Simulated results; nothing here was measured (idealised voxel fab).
process module | voxel transistor to metal
cross-section cut | 180 nm wide | cells 5 nm
A cross-section is a grid of square cells, given in bands from the top down. A band is one or more rows of cells.
Each band's line starts with the height of the band's top and of its bottom, in nm. Then come its materials from left to right, each with its width in nm. One material with "throughout" fills the band from edge to edge. "air" is empty space.
Height 0 is the level under which the wafer as received is all one material. The lowest band goes on downwards, as in "0 down".
A width such as "30 to 40" changes by the same amount from each row of cells to the next, from the band's top row to its bottom row.
"no change" after a step means that no cell of the cross-section changed.
closed voids: empty space of 8 cells or more with no open way to the top, each as width x height at its distance from the left edge, in nm
after a step's settings: what the simulator itself notes on the step
overlay nm, on a step with a mask: how far to the right of its planned place the mask lay; to the left if negative
Each pair below shows a cross-section before one step and the cross-section after it, down to the lowest band that changed. The line under each pair gives the step between them, with its settings. The pairs can come from different runs of this module on the same starting wafer, so a pair continues from the pair above only where its "before" says so.
before
  130 to 110: resist 45 | air 20 | resist 50 | air 20 | resist 45
  110 to 80: lowk 45 | air 15 | lowk 55 | air 15 | lowk 50
  80 to 75: SiCN throughout
  75 to 55: lowk 45 | Ru 20 | lowk 50 | Ru 20 | lowk 45
  55 to 50: lowk 45 | TiN 20 | lowk 50 | TiN 20 | lowk 45
  50 to 35: SiO2 45 | TiN 5 | W 10 | TiN 5 | SiO2 50 | TiN 5 | W 10 | TiN 5 | SiO2 45
  35 to 25: SiO2 45 | TiN 5 | W 10 | TiN 5 | SiO2 5 | SiN 10 | SiCN 20 | SiN 10 | SiO2 5 | TiN 5 | W 10 | TiN 5 | SiO2 45
  25 to 10: SiO2 45 | TiN 5 | W 10 | TiN 5 | SiO2 5 | SiN 10 | polySi 20 | SiN 10 | SiO2 5 | TiN 5 | W 10 | TiN 5 | SiO2 45
  10 to 5: SiO2 45 | TiN 5 | W 5 | TiN 10 | SiO2 5 | SiN 10 | polySi 20 | SiN 10 | SiO2 5 | TiN 10 | W 5 | TiN 5 | SiO2 45
  5 to 0: SiO2 25 | SiN 10 | SiO2 10 | TiN 5 | W 5 | TiN 5 | nSi 10 | SiN 10 | polySi 20 | SiN 10 | nSi 10 | TiN 5 | W 5 | TiN 5 | SiO2 10 | SiN 10 | SiO2 25
  0 to -5: SiO2 25 | SiN 20 | TiN 15 | nSi 10 | SiO2 40 | nSi 10 | TiN 15 | SiN 20 | SiO2 25
  -5 to -10: SiO2 25 | SiN 20 | SiO2 5 | nSi 20 | Si 40 | nSi 20 | SiO2 5 | SiN 20 | SiO2 25
  -10 to -15: SiO2 50 | nSi 20 | Si 40 | nSi 20 | SiO2 50
  -15 to -25: SiO2 45 | Si 90 | SiO2 45
  -25 down: Si throughout
  closed voids: none
after
  130 to 110: resist 45 | air 20 | resist 50 | air 20 | resist 45
  110 to 95: lowk 45 | air 20 | lowk 50 | air 20 | lowk 45
  below 95: unchanged
  closed voids: none
the step between: op DIRECTIONAL_ETCH | etch materials lowk | depth nm 15
before: the cross-section after the pair above
after
  130 to 110: resist 45 | air 20 | resist 50 | air 20 | resist 45
  110 to 95: lowk 45 | air 20 | lowk 50 | air 20 | lowk 45
  95 to 80: lowk 45 | air 15 | lowk 55 | air 15 | lowk 50
  80 to 75: SiCN 45 | air 15 | SiCN 55 | air 15 | SiCN 50
  below 75: unchanged
  closed voids: none
the step between: op DIRECTIONAL_ETCH | etch materials SiCN | depth nm 5
before: the cross-section after the pair above
after
  110 to 95: lowk 45 | air 20 | lowk 50 | air 20 | lowk 45
  below 95: unchanged
  closed voids: none
the step between: op STRIP | etch materials resist
before: the cross-section after the pair above
after
  115 to 110: TiN 50 | air 10 | TiN 60 | air 10 | TiN 50
  110 to 100: lowk 45 | TiN 5 | air 10 | TiN 5 | lowk 50 | TiN 5 | air 10 | TiN 5 | lowk 45
  100 to 95: lowk 45 | TiN 5 | air 5 | TiN 10 | lowk 50 | TiN 5 | air 5 | TiN 10 | lowk 45
  95 to 80: lowk 45 | TiN 5 | air 5 | TiN 5 | lowk 55 | TiN 5 | air 5 | TiN 5 | lowk 50
  80 to 75: SiCN 45 | TiN 15 | SiCN 55 | TiN 15 | SiCN 50
  below 75: unchanged
  closed voids: none
the step between: op CONFORMAL_DEP | material TiN | thk nm 5
before: the cross-section after the pair above
after
  120 to 115: Ru throughout
  115 to 110: TiN 50 | Ru 10 | TiN 60 | Ru 10 | TiN 50
  110 to 100: lowk 45 | TiN 5 | Ru 10 | TiN 5 | lowk 50 | TiN 5 | Ru 10 | TiN 5 | lowk 45
  100 to 95: lowk 45 | TiN 5 | Ru 5 | TiN 10 | lowk 50 | TiN 5 | Ru 5 | TiN 10 | lowk 45
  95 to 80: lowk 45 | TiN 5 | Ru 5 | TiN 5 | lowk 55 | TiN 5 | Ru 5 | TiN 5 | lowk 50
  below 80: unchanged
  closed voids: none
the step between: op FILL_DEP | material Ru | thk nm 5
before: the cross-section after the pair above
after
  110 to 100: lowk 45 | TiN 5 | Ru 10 | TiN 5 | lowk 50 | TiN 5 | Ru 10 | TiN 5 | lowk 45
  below 100: unchanged
  closed voids: none
the step between: op CMP | height nm 110
before: the cross-section after the pair above
after
  115 to 110: SiN throughout
  below 110: unchanged
  closed voids: none
the step between: op CONFORMAL_DEP | material SiN | thk nm 5
before
  20 to 5: air 40 | SiN 100 | air 40
  5 to 0: air 40 | SiO2 100 | air 40
  0 down: Si throughout
  closed voids: none
after
  20 to 5: air 40 | SiN 100 | air 40
  5 to 0: air 40 | SiO2 100 | air 40
  0 to -10: air 40 | Si 100 | air 40
  below -10: unchanged
  closed voids: none
the step between: op MASKED_ETCH | tone cover | mask id ACTIVE | width nm 100 | etch materials Si | depth nm 10 | overlay nm 0
before: the cross-section after the pair above
after
  20 to 5: air 40 | SiN 100 | air 40
  5 to 0: air 40 | SiO2 100 | air 40
  0 to -10: air 40 | SiO2 5 | Si 90 | SiO2 5 | air 40
  -10 to -15: SiO2 45 | Si 90 | SiO2 45
  below -15: unchanged
  closed voids: none
the step between: op OXIDIZE | depth nm 5
before: the cross-section after the pair above
after
  30 to 20: SiO2 throughout
  20 to 5: SiO2 40 | SiN 100 | SiO2 40
  5 to 0: SiO2 throughout
  0 to -15: SiO2 45 | Si 90 | SiO2 45
  below -15: unchanged
  closed voids: none
the step between: op FILL_DEP | material SiO2 | thk nm 10
before: the cross-section after the pair above
after
  20 to 5: SiO2 40 | SiN 100 | SiO2 40
  below 5: unchanged
  closed voids: none
the step between: op CMP | height nm 20
before: the cross-section after the pair above
after
  20 to 10: air 40 | SiN 100 | air 40
  below 10: unchanged
  closed voids: none
the step between: op SELECTIVE_ETCH | etch materials SiO2 | depth nm 10
before: the cross-section after the pair above
after
  10 to 5: SiO2 40 | air 100 | SiO2 40
  below 5: unchanged
  closed voids: none
the step between: op STRIP | etch materials SiN
before: the cross-section after the pair above
after
  5 to 0: SiO2 35 | air 110 | SiO2 35
  below 0: unchanged
  closed voids: none
the step between: op SELECTIVE_ETCH | etch materials SiO2 | depth nm 5
before: the cross-section after the pair above
after
  5 to 0: SiO2 35 | air 110 | SiO2 35
  0 to -5: SiO2 throughout
  below -5: unchanged
  closed voids: none
the step between: op OXIDIZE | depth nm 5
before: the cross-section after the pair above
after
  30 to 25: polySi 35 | air 110 | polySi 35
  25 to 5: polySi throughout
  5 to 0: SiO2 35 | polySi 110 | SiO2 35
  below 0: unchanged
  closed voids: none
the step between: op DIRECTIONAL_DEP | material polySi | thk nm 25
before: the cross-section after the pair above
after
  40 to 35: SiCN 35 | air 110 | SiCN 35
  35 to 30: SiCN throughout
  30 to 25: polySi 35 | SiCN 110 | polySi 35
  below 25: unchanged
  closed voids: none
the step between: op DIRECTIONAL_DEP | material SiCN | thk nm 10
before: the cross-section after the pair above
after
  50 to 45: aC 35 | air 110 | aC 35
  45 to 40: aC throughout
  40 to 35: SiCN 35 | aC 110 | SiCN 35
  below 35: unchanged
  closed voids: none
the step between: op DIRECTIONAL_DEP | material aC | thk nm 10
before: the cross-section after the pair above
after
  80 to 50: air 80 | resist 20 | air 80
  50 to 45: aC 35 | air 45 | resist 20 | air 45 | aC 35
  below 45: unchanged
  closed voids: none
the step between: op PATTERN | tone cover | mask id GATE | material resist | width nm 20 | thk nm 30 | overlay nm 0
before: the cross-section after the pair above
after
  70 to 45: air 80 | resist 20 | air 80
  45 to 40: air 80 | aC 20 | air 80
  40 to 35: SiCN 35 | air 45 | aC 20 | air 45 | SiCN 35
  below 35: unchanged
  closed voids: none
the step between: op DIRECTIONAL_ETCH | etch materials aC | depth nm 10
before: the cross-section after the pair above
after
  45 to 40: air 80 | aC 20 | air 80
  below 40: unchanged
  closed voids: none
the step between: op STRIP | etch materials resist
before: the cross-section after the pair above
after
  45 to 35: air 80 | aC 20 | air 80
  35 to 30: air 80 | SiCN 20 | air 80
  30 to 25: polySi 35 | air 45 | SiCN 20 | air 45 | polySi 35
  below 25: unchanged
  closed voids: none
the step between: op DIRECTIONAL_ETCH | etch materials SiCN | depth nm 20
before: the cross-section after the pair above
after
  45 to 35: air 80 | aC 20 | air 80
  35 to 25: air 80 | SiCN 20 | air 80
  25 to 5: air 80 | polySi 20 | air 80
  5 to 0: SiO2 35 | air 45 | polySi 20 | air 45 | SiO2 35
  below 0: unchanged
  closed voids: none
the step between: op DIRECTIONAL_ETCH | etch materials polySi | depth nm 35
before: the cross-section after the pair above
after
  35 to 25: air 80 | SiCN 20 | air 80
  below 25: unchanged
  closed voids: none
the step between: op STRIP | etch materials aC
before: the cross-section after the pair above
after
  45 to 35: air 70 | SiN 40 | air 70
  35 to 25: air 70 | SiN 10 | SiCN 20 | SiN 10 | air 70
  25 to 15: air 70 | SiN 10 | polySi 20 | SiN 10 | air 70
  15 to 10: SiN 45 | air 25 | SiN 10 | polySi 20 | SiN 10 | air 25 | SiN 45
  10 to 5: SiN 80 | polySi 20 | SiN 80
  5 to 0: SiO2 35 | SiN 45 | polySi 20 | SiN 45 | SiO2 35
  below 0: unchanged
  closed voids: none
the step between: op CONFORMAL_DEP | material SiN | thk nm 10
before: the cross-section after the pair above
after
  35 to 25: air 70 | SiN 10 | SiCN 20 | SiN 10 | air 70
  25 to 5: air 70 | SiN 10 | polySi 20 | SiN 10 | air 70
  5 to 0: SiO2 35 | SiN 10 | air 25 | SiN 10 | polySi 20 | SiN 10 | air 25 | SiN 10 | SiO2 35
  below 0: unchanged
  closed voids: none
the step between: op DIRECTIONAL_ETCH | etch materials SiN | depth nm 10
before: the cross-section after the pair above
after
  35 to 25: air 70 | SiN 10 | SiCN 20 | SiN 10 | air 70
  25 to 5: air 70 | SiN 10 | polySi 20 | SiN 10 | air 70
  5 to 0: air 35 | SiN 10 | air 25 | SiN 10 | polySi 20 | SiN 10 | air 25 | SiN 10 | air 35
  0 to -5: SiO2 45 | air 25 | SiO2 40 | air 25 | SiO2 45
  below -5: unchanged
  closed voids: none
the step between: op DIRECTIONAL_ETCH | etch materials SiO2 | depth nm 5
before: the cross-section after the pair above
after
  35 to 25: air 70 | SiN 10 | SiCN 20 | SiN 10 | air 70
  25 to 5: air 70 | SiN 10 | polySi 20 | SiN 10 | air 70
  5 to 0: air 35 | SiN 10 | air 25 | SiN 10 | polySi 20 | SiN 10 | air 25 | SiN 10 | air 35
  0 to -5: SiO2 45 | air 25 | SiO2 40 | air 25 | SiO2 45
  -5 to -15: SiO2 45 | air 25 | Si 40 | air 25 | SiO2 45
  below -15: unchanged
  closed voids: none
the step between: op DIRECTIONAL_ETCH | etch materials Si | depth nm 10
before: the cross-section after the pair above
after
  35 to 25: air 70 | SiN 10 | SiCN 20 | SiN 10 | air 70
  25 to 5: air 70 | SiN 10 | polySi 20 | SiN 10 | air 70
  5 to 0: air 35 | SiN 10 | air 15 | nSi 10 | SiN 10 | polySi 20 | SiN 10 | nSi 10 | air 15 | SiN 10 | air 35
  0 to -5: SiO2 45 | air 15 | nSi 10 | SiO2 40 | nSi 10 | air 15 | SiO2 45
  -5 to -15: SiO2 45 | nSi 25 | Si 40 | nSi 25 | SiO2 45
  below -15: unchanged
  closed voids: none
the step between: op EPI | material nSi | thk nm 10
before: the cross-section after the pair above
after
  40 to 35: SiO2 throughout
  35 to 25: SiO2 70 | SiN 10 | SiCN 20 | SiN 10 | SiO2 70
  25 to 5: SiO2 70 | SiN 10 | polySi 20 | SiN 10 | SiO2 70
  5 to 0: SiO2 35 | SiN 10 | SiO2 15 | nSi 10 | SiN 10 | polySi 20 | SiN 10 | nSi 10 | SiO2 15 | SiN 10 | SiO2 35
  0 to -5: SiO2 60 | nSi 10 | SiO2 40 | nSi 10 | SiO2 60
  below -5: unchanged
  closed voids: none
the step between: op FILL_DEP | material SiO2 | thk nm 5
before: the cross-section after the pair above
after
  35 to 25: SiO2 70 | SiN 10 | SiCN 20 | SiN 10 | SiO2 70
  below 25: unchanged
  closed voids: none
the step between: op CMP | height nm 35
before: the cross-section after the pair above
after
  50 to 35: SiO2 throughout
  below 35: unchanged
  closed voids: none
the step between: op DIRECTIONAL_DEP | material SiO2 | thk nm 15
before: the cross-section after the pair above
after
  50 to 35: SiO2 45 | air 20 | SiO2 50 | air 20 | SiO2 45
  35 to 25: SiO2 45 | air 20 | SiO2 5 | SiN 10 | SiCN 20 | SiN 10 | SiO2 5 | air 20 | SiO2 45
  25 to 5: SiO2 45 | air 20 | SiO2 5 | SiN 10 | polySi 20 | SiN 10 | SiO2 5 | air 20 | SiO2 45
  5 to 0: SiO2 35 | SiN 10 | air 15 | nSi 10 | SiN 10 | polySi 20 | SiN 10 | nSi 10 | air 15 | SiN 10 | SiO2 35
  0 to -5: SiO2 45 | air 15 | nSi 10 | SiO2 40 | nSi 10 | air 15 | SiO2 45
  below -5: unchanged
  closed voids: none
the step between: op MASKED_ETCH | tone open | mask id CONTACT | width nm 20 | pitch nm 70 | etch materials SiO2 | depth nm 55 | overlay nm 0
before: the cross-section after the pair above
after
  55 to 50: TiN 50 | air 10 | TiN 60 | air 10 | TiN 50
  50 to 35: SiO2 45 | TiN 5 | air 10 | TiN 5 | SiO2 50 | TiN 5 | air 10 | TiN 5 | SiO2 45
  35 to 25: SiO2 45 | TiN 5 | air 10 | TiN 5 | SiO2 5 | SiN 10 | SiCN 20 | SiN 10 | SiO2 5 | TiN 5 | air 10 | TiN 5 | SiO2 45
  25 to 10: SiO2 45 | TiN 5 | air 10 | TiN 5 | SiO2 5 | SiN 10 | polySi 20 | SiN 10 | SiO2 5 | TiN 5 | air 10 | TiN 5 | SiO2 45
  10 to 5: SiO2 45 | TiN 5 | air 5 | TiN 10 | SiO2 5 | SiN 10 | polySi 20 | SiN 10 | SiO2 5 | TiN 10 | air 5 | TiN 5 | SiO2 45
  5 to 0: SiO2 35 | SiN 10 | TiN 5 | air 5 | TiN 5 | nSi 10 | SiN 10 | polySi 20 | SiN 10 | nSi 10 | TiN 5 | air 5 | TiN 5 | SiN 10 | SiO2 35
  0 to -5: SiO2 45 | TiN 15 | nSi 10 | SiO2 40 | nSi 10 | TiN 15 | SiO2 45
  below -5: unchanged
  closed voids: none
the step between: op CONFORMAL_DEP | material TiN | thk nm 5
before: the cross-section after the pair above
after
  60 to 55: W throughout
  55 to 50: TiN 50 | W 10 | TiN 60 | W 10 | TiN 50
  50 to 35: SiO2 45 | TiN 5 | W 10 | TiN 5 | SiO2 50 | TiN 5 | W 10 | TiN 5 | SiO2 45
  35 to 25: SiO2 45 | TiN 5 | W 10 | TiN 5 | SiO2 5 | SiN 10 | SiCN 20 | SiN 10 | SiO2 5 | TiN 5 | W 10 | TiN 5 | SiO2 45
  25 to 10: SiO2 45 | TiN 5 | W 10 | TiN 5 | SiO2 5 | SiN 10 | polySi 20 | SiN 10 | SiO2 5 | TiN 5 | W 10 | TiN 5 | SiO2 45
  10 to 5: SiO2 45 | TiN 5 | W 5 | TiN 10 | SiO2 5 | SiN 10 | polySi 20 | SiN 10 | SiO2 5 | TiN 10 | W 5 | TiN 5 | SiO2 45
  5 to 0: SiO2 35 | SiN 10 | TiN 5 | W 5 | TiN 5 | nSi 10 | SiN 10 | polySi 20 | SiN 10 | nSi 10 | TiN 5 | W 5 | TiN 5 | SiN 10 | SiO2 35
  below 0: unchanged
  closed voids: none
the step between: op FILL_DEP | material W | thk nm 5
before: the cross-section after the pair above
after
  50 to 35: SiO2 45 | TiN 5 | W 10 | TiN 5 | SiO2 50 | TiN 5 | W 10 | TiN 5 | SiO2 45
  below 35: unchanged
  closed voids: none
the step between: op CMP | height nm 50
before: the cross-section after the pair above
after
  55 to 50: TiN throughout
  below 50: unchanged
  closed voids: none
the step between: op DIRECTIONAL_DEP | material TiN | thk nm 5
before: the cross-section after the pair above
after
  75 to 55: Ru throughout
  below 55: unchanged
  closed voids: none
the step between: op DIRECTIONAL_DEP | material Ru | thk nm 20
before: the cross-section after the pair above
after
  75 to 55: air 45 | Ru 20 | air 50 | Ru 20 | air 45
  below 55: unchanged
  closed voids: none
the step between: op MASKED_ETCH | tone cover | mask id METAL_1 | width nm 20 | pitch nm 70 | etch materials Ru | depth nm 20 | overlay nm 0
before: the cross-section after the pair above
after
  75 to 55: air 45 | Ru 20 | air 50 | Ru 20 | air 45
  55 to 50: air 45 | TiN 20 | air 50 | TiN 20 | air 45
  below 50: unchanged
  closed voids: none
the step between: op MASKED_ETCH | tone cover | mask id METAL_1 | width nm 20 | pitch nm 70 | etch materials TiN | depth nm 5 | overlay nm 0
before: the cross-section after the pair above
after
  85 to 75: lowk throughout
  75 to 55: lowk 45 | Ru 20 | lowk 50 | Ru 20 | lowk 45
  55 to 50: lowk 45 | TiN 20 | lowk 50 | TiN 20 | lowk 45
  below 50: unchanged
  closed voids: none
the step between: op FILL_DEP | material lowk | thk nm 10
before: the cross-section after the pair above
after
  75 to 55: lowk 45 | Ru 20 | lowk 50 | Ru 20 | lowk 45
  below 55: unchanged
  closed voids: none
the step between: op CMP | height nm 75
before: the cross-section after the pair above
after
  80 to 75: SiCN throughout
  below 75: unchanged
  closed voids: none
the step between: op CONFORMAL_DEP | material SiCN | thk nm 5
before: the cross-section after the pair above
after
  110 to 80: lowk throughout
  below 80: unchanged
  closed voids: none
the step between: op DIRECTIONAL_DEP | material lowk | thk nm 30
before: the cross-section after the pair above
after
  120 to 110: aC throughout
  below 110: unchanged
  closed voids: none
the step between: op DIRECTIONAL_DEP | material aC | thk nm 10
before: the cross-section after the pair above
after
  150 to 120: resist 45 | air 15 | resist 55 | air 15 | resist 50
  below 120: unchanged
  closed voids: none
the step between: op PATTERN | tone open | mask id METAL_2_HOLES | material resist | width nm 15 | pitch nm 70 | thk nm 30 | overlay nm 0
before: the cross-section after the pair above
after
  140 to 120: resist 45 | air 15 | resist 55 | air 15 | resist 50
  120 to 110: aC 45 | air 15 | aC 55 | air 15 | aC 50
  below 110: unchanged
  closed voids: none
the step between: op DIRECTIONAL_ETCH | etch materials aC | depth nm 10
before: the cross-section after the pair above
after
  120 to 110: aC 45 | air 15 | aC 55 | air 15 | aC 50
  below 110: unchanged
  closed voids: none
the step between: op STRIP | etch materials resist
before: the cross-section after the pair above
after
  120 to 110: aC 45 | air 15 | aC 55 | air 15 | aC 50
  110 to 80: lowk 45 | air 15 | lowk 55 | air 15 | lowk 50
  below 80: unchanged
  closed voids: none
the step between: op DIRECTIONAL_ETCH | etch materials lowk | depth nm 30
before: the cross-section after the pair above
after
  110 to 80: lowk 45 | air 15 | lowk 55 | air 15 | lowk 50
  below 80: unchanged
  closed voids: none
the step between: op STRIP | etch materials aC
before: the cross-section after the pair above
after
  130 to 110: resist 45 | air 20 | resist 50 | air 20 | resist 45
  below 110: unchanged
  closed voids: none
the step between: op PATTERN | tone open | mask id METAL_2 | material resist | width nm 20 | pitch nm 70 | thk nm 20 | overlay nm 0
before: the cross-section after the pair above
after
  130 to 110: resist 45 | air 20 | resist 50 | air 20 | resist 45
  110 to 95: lowk 45 | air 20 | lowk 50 | air 20 | lowk 45
  below 95: unchanged
  closed voids: none
the step between: op DIRECTIONAL_ETCH | etch materials lowk | depth nm 15
before: the cross-section after the pair above
after
  130 to 110: resist 45 | air 20 | resist 50 | air 20 | resist 45
  110 to 95: lowk 45 | air 20 | lowk 50 | air 20 | lowk 45
  95 to 80: lowk 45 | air 15 | lowk 55 | air 15 | lowk 50
  80 to 75: SiCN 45 | air 15 | SiCN 55 | air 15 | SiCN 50
  below 75: unchanged
  closed voids: none
the step between: op DIRECTIONAL_ETCH | etch materials SiCN | depth nm 5
before: the cross-section after the pair above
after
  110 to 95: lowk 45 | air 20 | lowk 50 | air 20 | lowk 45
  below 95: unchanged
  closed voids: none
the step between: op STRIP | etch materials resist
before: the cross-section after the pair above
after
  115 to 110: TiN 50 | air 10 | TiN 60 | air 10 | TiN 50
  110 to 100: lowk 45 | TiN 5 | air 10 | TiN 5 | lowk 50 | TiN 5 | air 10 | TiN 5 | lowk 45
  100 to 95: lowk 45 | TiN 5 | air 5 | TiN 10 | lowk 50 | TiN 5 | air 5 | TiN 10 | lowk 45
  95 to 80: lowk 45 | TiN 5 | air 5 | TiN 5 | lowk 55 | TiN 5 | air 5 | TiN 5 | lowk 50
  80 to 75: SiCN 45 | TiN 15 | SiCN 55 | TiN 15 | SiCN 50
  below 75: unchanged
  closed voids: none
the step between: op CONFORMAL_DEP | material TiN | thk nm 5
before: the cross-section after the pair above
after
  120 to 115: Ru throughout
  115 to 110: TiN 50 | Ru 10 | TiN 60 | Ru 10 | TiN 50
  110 to 100: lowk 45 | TiN 5 | Ru 10 | TiN 5 | lowk 50 | TiN 5 | Ru 10 | TiN 5 | lowk 45
  100 to 95: lowk 45 | TiN 5 | Ru 5 | TiN 10 | lowk 50 | TiN 5 | Ru 5 | TiN 10 | lowk 45
  95 to 80: lowk 45 | TiN 5 | Ru 5 | TiN 5 | lowk 55 | TiN 5 | Ru 5 | TiN 5 | lowk 50
  below 80: unchanged
  closed voids: none
the step between: op FILL_DEP | material Ru | thk nm 5
before: the cross-section after the pair above
after
  110 to 100: lowk 45 | TiN 5 | Ru 10 | TiN 5 | lowk 50 | TiN 5 | Ru 10 | TiN 5 | lowk 45
  below 100: unchanged
  closed voids: none
the step between: op CMP | height nm 110
before: the cross-section after the pair above
after
  115 to 110: SiN throughout
  below 110: unchanged
  closed voids: none
the step between: op CONFORMAL_DEP | material SiN | thk nm 5
before
  75 to 55: air 45 | Ru 20 | air 50 | Ru 20 | air 45
  55 to 50: TiN throughout
  50 to 35: SiO2 45 | TiN 5 | W 10 | TiN 5 | SiO2 50 | TiN 5 | W 10 | TiN 5 | SiO2 45
  35 to 25: SiO2 45 | TiN 5 | W 10 | TiN 5 | SiO2 5 | SiN 10 | SiCN 20 | SiN 10 | SiO2 5 | TiN 5 | W 10 | TiN 5 | SiO2 45
  25 to 10: SiO2 45 | TiN 5 | W 10 | TiN 5 | SiO2 5 | SiN 10 | polySi 20 | SiN 10 | SiO2 5 | TiN 5 | W 10 | TiN 5 | SiO2 45
  10 to 5: SiO2 45 | TiN 5 | W 5 | TiN 10 | SiO2 5 | SiN 10 | polySi 20 | SiN 10 | SiO2 5 | TiN 10 | W 5 | TiN 5 | SiO2 45
  5 to 0: SiO2 35 | SiN 10 | TiN 5 | W 5 | TiN 5 | nSi 10 | SiN 10 | polySi 20 | SiN 10 | nSi 10 | TiN 5 | W 5 | TiN 5 | SiN 10 | SiO2 35
  0 to -5: SiO2 45 | TiN 15 | nSi 10 | SiO2 40 | nSi 10 | TiN 15 | SiO2 45
  -5 to -15: SiO2 45 | nSi 25 | Si 40 | nSi 25 | SiO2 45
  -15 to -25: SiO2 45 | Si 90 | SiO2 45
  -25 down: Si throughout
  closed voids: none
after
  75 to 55: air 45 | Ru 20 | air 50 | Ru 20 | air 45
  55 to 50: air 40 | TiN 30 | air 40 | TiN 30 | air 40
  below 50: unchanged
  closed voids: none
the step between: op MASKED_ETCH | tone cover | mask id METAL_1 | width nm 30 | pitch nm 70 | etch materials TiN | depth nm 5 | overlay nm 0
before: the cross-section after the pair above
after
  85 to 75: lowk throughout
  75 to 55: lowk 45 | Ru 20 | lowk 50 | Ru 20 | lowk 45
  55 to 50: lowk 40 | TiN 30 | lowk 40 | TiN 30 | lowk 40
  below 50: unchanged
  closed voids: none
the step between: op FILL_DEP | material lowk | thk nm 10
before: the cross-section after the pair above
after
  75 to 55: lowk 45 | Ru 20 | lowk 50 | Ru 20 | lowk 45
  below 55: unchanged
  closed voids: none
the step between: op CMP | height nm 75
before: the cross-section after the pair above
after
  80 to 75: SiCN throughout
  below 75: unchanged
  closed voids: none
the step between: op CONFORMAL_DEP | material SiCN | thk nm 5
before: the cross-section after the pair above
after
  110 to 80: lowk throughout
  below 80: unchanged
  closed voids: none
the step between: op DIRECTIONAL_DEP | material lowk | thk nm 30
before: the cross-section after the pair above
after
  120 to 110: aC throughout
  below 110: unchanged
  closed voids: none
the step between: op DIRECTIONAL_DEP | material aC | thk nm 10
before: the cross-section after the pair above
after
  150 to 120: resist 45 | air 15 | resist 55 | air 15 | resist 50
  below 120: unchanged
  closed voids: none
the step between: op PATTERN | tone open | mask id METAL_2_HOLES | material resist | width nm 15 | pitch nm 70 | thk nm 30 | overlay nm 0
before: the cross-section after the pair above
after
  140 to 120: resist 45 | air 15 | resist 55 | air 15 | resist 50
  120 to 110: aC 45 | air 15 | aC 55 | air 15 | aC 50
  below 110: unchanged
  closed voids: none
the step between: op DIRECTIONAL_ETCH | etch materials aC | depth nm 10
before: the cross-section after the pair above
after
  120 to 110: aC 45 | air 15 | aC 55 | air 15 | aC 50
  below 110: unchanged
  closed voids: none
the step between: op STRIP | etch materials resist
before: the cross-section after the pair above
after
  120 to 110: aC 45 | air 15 | aC 55 | air 15 | aC 50
  110 to 80: lowk 45 | air 15 | lowk 55 | air 15 | lowk 50
  below 80: unchanged
  closed voids: none
the step between: op DIRECTIONAL_ETCH | etch materials lowk | depth nm 30
before: the cross-section after the pair above
after
  110 to 80: lowk 45 | air 15 | lowk 55 | air 15 | lowk 50
  below 80: unchanged
  closed voids: none
the step between: op STRIP | etch materials aC
before: the cross-section after the pair above
after
  130 to 110: resist 45 | air 20 | resist 50 | air 20 | resist 45
  below 110: unchanged
  closed voids: none
the step between: op PATTERN | tone open | mask id METAL_2 | material resist | width nm 20 | pitch nm 70 | thk nm 20 | overlay nm 0
before: the cross-section after the pair above
after
  130 to 110: resist 45 | air 20 | resist 50 | air 20 | resist 45
  110 to 95: lowk 45 | air 20 | lowk 50 | air 20 | lowk 45
  below 95: unchanged
  closed voids: none
the step between: op DIRECTIONAL_ETCH | etch materials lowk | depth nm 15
before: the cross-section after the pair above
after
  130 to 110: resist 45 | air 20 | resist 50 | air 20 | resist 45
  110 to 95: lowk 45 | air 20 | lowk 50 | air 20 | lowk 45
  95 to 80: lowk 45 | air 15 | lowk 55 | air 15 | lowk 50
  80 to 75: SiCN 45 | air 15 | SiCN 55 | air 15 | SiCN 50
  below 75: unchanged
  closed voids: none
the step between: op DIRECTIONAL_ETCH | etch materials SiCN | depth nm 5
before: the cross-section after the pair above
after
  110 to 95: lowk 45 | air 20 | lowk 50 | air 20 | lowk 45
  below 95: unchanged
  closed voids: none
the step between: op STRIP | etch materials resist
before: the cross-section after the pair above
after
  115 to 110: TiN 50 | air 10 | TiN 60 | air 10 | TiN 50
  110 to 100: lowk 45 | TiN 5 | air 10 | TiN 5 | lowk 50 | TiN 5 | air 10 | TiN 5 | lowk 45
  100 to 95: lowk 45 | TiN 5 | air 5 | TiN 10 | lowk 50 | TiN 5 | air 5 | TiN 10 | lowk 45
  95 to 80: lowk 45 | TiN 5 | air 5 | TiN 5 | lowk 55 | TiN 5 | air 5 | TiN 5 | lowk 50
  80 to 75: SiCN 45 | TiN 15 | SiCN 55 | TiN 15 | SiCN 50
  below 75: unchanged
  closed voids: none
the step between: op CONFORMAL_DEP | material TiN | thk nm 5
before: the cross-section after the pair above
after
  120 to 115: Ru throughout
  115 to 110: TiN 50 | Ru 10 | TiN 60 | Ru 10 | TiN 50
  110 to 100: lowk 45 | TiN 5 | Ru 10 | TiN 5 | lowk 50 | TiN 5 | Ru 10 | TiN 5 | lowk 45
  100 to 95: lowk 45 | TiN 5 | Ru 5 | TiN 10 | lowk 50 | TiN 5 | Ru 5 | TiN 10 | lowk 45
  95 to 80: lowk 45 | TiN 5 | Ru 5 | TiN 5 | lowk 55 | TiN 5 | Ru 5 | TiN 5 | lowk 50
  below 80: unchanged
  closed voids: none
the step between: op FILL_DEP | material Ru | thk nm 5
before: the cross-section after the pair above
after
  110 to 100: lowk 45 | TiN 5 | Ru 10 | TiN 5 | lowk 50 | TiN 5 | Ru 10 | TiN 5 | lowk 45
  below 100: unchanged
  closed voids: none
the step between: op CMP | height nm 110
before: the cross-section after the pair above
after
  115 to 110: SiN throughout
  below 110: unchanged
  closed voids: none
the step between: op CONFORMAL_DEP | material SiN | thk nm 5
before
  20 to 5: SiN throughout
  5 to 0: SiO2 throughout
  0 down: Si throughout
  closed voids: none
after
  20 to 5: air 35 | SiN 100 | air 45
  below 5: unchanged
  closed voids: none
the step between: op MASKED_ETCH | tone cover | mask id ACTIVE | width nm 100 | etch materials SiN | depth nm 15 | overlay nm -5
before: the cross-section after the pair above
after
  20 to 5: air 35 | SiN 100 | air 45
  5 to 0: air 35 | SiO2 105 | air 40
  below 0: unchanged
  closed voids: none
the step between: op MASKED_ETCH | tone cover | mask id ACTIVE | width nm 100 | etch materials SiO2 | depth nm 5 | overlay nm 0
before: the cross-section after the pair above
after
  20 to 5: air 35 | SiN 100 | air 45
  5 to 0: air 35 | SiO2 105 | air 40
  0 to -20: air 35 | Si 105 | air 40
  below -20: unchanged
  closed voids: none
the step between: op MASKED_ETCH | tone cover | mask id ACTIVE | width nm 100 | etch materials Si | depth nm 20 | overlay nm 0
before: the cross-section after the pair above
after
  20 to 5: air 35 | SiN 100 | air 45
  5 to 0: air 35 | SiO2 105 | air 40
  0 to -20: air 35 | SiO2 5 | Si 95 | SiO2 5 | air 40
  -20 to -25: SiO2 40 | Si 95 | SiO2 45
  below -25: unchanged
  closed voids: none
the step between: op OXIDIZE | depth nm 5
before: the cross-section after the pair above
after
  30 to 20: SiO2 throughout
  20 to 5: SiO2 35 | SiN 100 | SiO2 45
  5 to 0: SiO2 throughout
  0 to -25: SiO2 40 | Si 95 | SiO2 45
  below -25: unchanged
  closed voids: none
the step between: op FILL_DEP | material SiO2 | thk nm 10
